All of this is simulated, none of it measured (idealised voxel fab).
Name of the process module below: voxel capacitor over wiring
Pictured: cross-section cut, 295 nm wide, on a grid of 5 nm square cells.
How to read a cross-section here: the picture is a grid of square cells, written as bands going from the top down, and any band can span one or more rows of cells. Band: top height; bottom height; in nm. Then, left to right: material with width in nm, for each material. "all across": a single material spanning edge to edge. "air": empty space. Beneath 0, the wafer as received is one material, and that level is where height counting begins. The lowest band goes on downward without a bottom; it is written like "from 0 down". So if you see something like "30 to 40" for the width, read it as the top row of the band sitting at the first number and the bottom row at the second, with every row in between moving by the same amount as the last. Where a step carries "same as before", the cross-section came out of it unchanged, cell for cell. "Closed cavities" means: voids of 8 cells or more that are shut off from the top with no open way through. Written width x height at distance, distance from the left edge, in nm. Anything after a step's settings on that line? It's the simulator's own note about the step. When a step includes a mask, the "overlay nm" setting on its line states how far to the right of its planned place that mask lay, and negative values state how far to the left.

**Set out below are the planned steps of the process**
- 1: RECEIVE: material Si
- 2: CONFORMAL_DEP: material SiO2, thk nm 15
- 3: DIRECTIONAL_DEP: material TiN, thk nm 5
- 4: DIRECTIONAL_DEP: material W, thk nm 15
- 5: PATTERN: tone cover, mask id METAL_1, material resist, width nm 25, pitch nm 95, thk nm 15, overlay nm 0
- 6: DIRECTIONAL_ETCH: etch materials W, depth nm 15
- 7: DIRECTIONAL_ETCH: etch materials TiN, depth nm 5
- 8: STRIP: etch materials resist
- 9: CONFORMAL_DEP: material SiCN, thk nm 5
- 10: FILL_DEP: material SiO2, thk nm 5
- 11: CMP: height nm 35
- 12: CONFORMAL_DEP: material SiCN, thk nm 5
- 13: DIRECTIONAL_DEP: material lowk, thk nm 15
- 14: MASKED_ETCH: tone open, mask id PLUG_1, width nm 15, etch materials lowk, depth nm 15, overlay nm 0
- 15: MASKED_ETCH: tone open, mask id PLUG_1, width nm 15, etch materials SiCN, depth nm 5, overlay nm 0
- 16: CONFORMAL_DEP: material TiN, thk nm 5
- 17: FILL_DEP: material Ru, thk nm 5
- 18: CMP: height nm 55
- 19: DIRECTIONAL_DEP: material TiN, thk nm 5
- 20: DIRECTIONAL_DEP: material Al2O3, thk nm 5
- 21: DIRECTIONAL_DEP: material TiN, thk nm 5
- 22: DIRECTIONAL_DEP: material aC, thk nm 15
- 23: PATTERN: tone cover, mask id UPPER_PLATE, material resist, width nm 75, thk nm 35, overlay nm 0
- 24: DIRECTIONAL_ETCH: etch materials aC, depth nm 15
- 25: STRIP: etch materials resist
- 26: DIRECTIONAL_ETCH: etch materials TiN, depth nm 5
- 27: DIRECTIONAL_ETCH: etch materials Al2O3, depth nm 5
- 28: STRIP: etch materials aC
- 29: DIRECTIONAL_DEP: material aC, thk nm 10
- 30: PATTERN: tone cover, mask id LOWER_PLATE, material resist, width nm 85, thk nm 25, overlay nm 0
- 31: DIRECTIONAL_ETCH: etch materials aC, depth nm 10
- 32: STRIP: etch materials resist
- 33: DIRECTIONAL_ETCH: etch materials TiN, depth nm 5
- 34: STRIP: etch materials aC
- 35: FILL_DEP: material SiO2, thk nm 20
- 36: CMP: height nm 85
- 37: PATTERN: tone open, mask id PLUG_2, material resist, width nm 15, thk nm 20, overlay nm 0
- 38: DIRECTIONAL_ETCH: etch materials SiO2, depth nm 15
- 39: STRIP: etch materials resist
- 40: CONFORMAL_DEP: material TiN, thk nm 5
- 41: FILL_DEP: material W, thk nm 5
- 42: CMP: height nm 85
- 43: CONFORMAL_DEP: material SiN, thk nm 5

**Wafer at receipt (post step 1), cross-section**
from 0 down  Si all across
Closed cavities: none

**Cross-section at module end, one run error; start and plan unchanged from above**
from 90 to 85  SiN all across
from 85 to 75  SiO2: 105  TiN: 5  W: 5  TiN: 5  SiO2: 175
from 75 to 65  SiO2: 105  TiN: 15 to 70  SiO2: 175 to 120
from 65 to 60  SiO2: 105  Al2O3: 75  SiO2: 115
from 60 to 55  SiO2: 90  TiN: 90  SiO2: 115
from 55 to 40  lowk: 95  TiN: 5  Ru: 5  TiN: 5  lowk: 185
from 40 to 35  SiCN: 95  TiN: 15  SiCN: 185
from 35 to 20  SiO2: 80  SiCN: 5  W: 25  SiCN: 5  SiO2: 60  SiCN: 5  W: 25  SiCN: 5  SiO2: 85
from 20 to 15  SiCN: 85  TiN: 25  SiCN: 70  TiN: 25  SiCN: 90
from 15 to 0  SiO2 all across
from 0 down  Si all across
Closed cavities: none
Finding, execution versus plan: step 23 was processed under conditions differing from the plan, specifically as PATTERN: tone cover, mask id UPPER_PLATE, material resist, width nm 75, thk nm 35, overlay nm 10
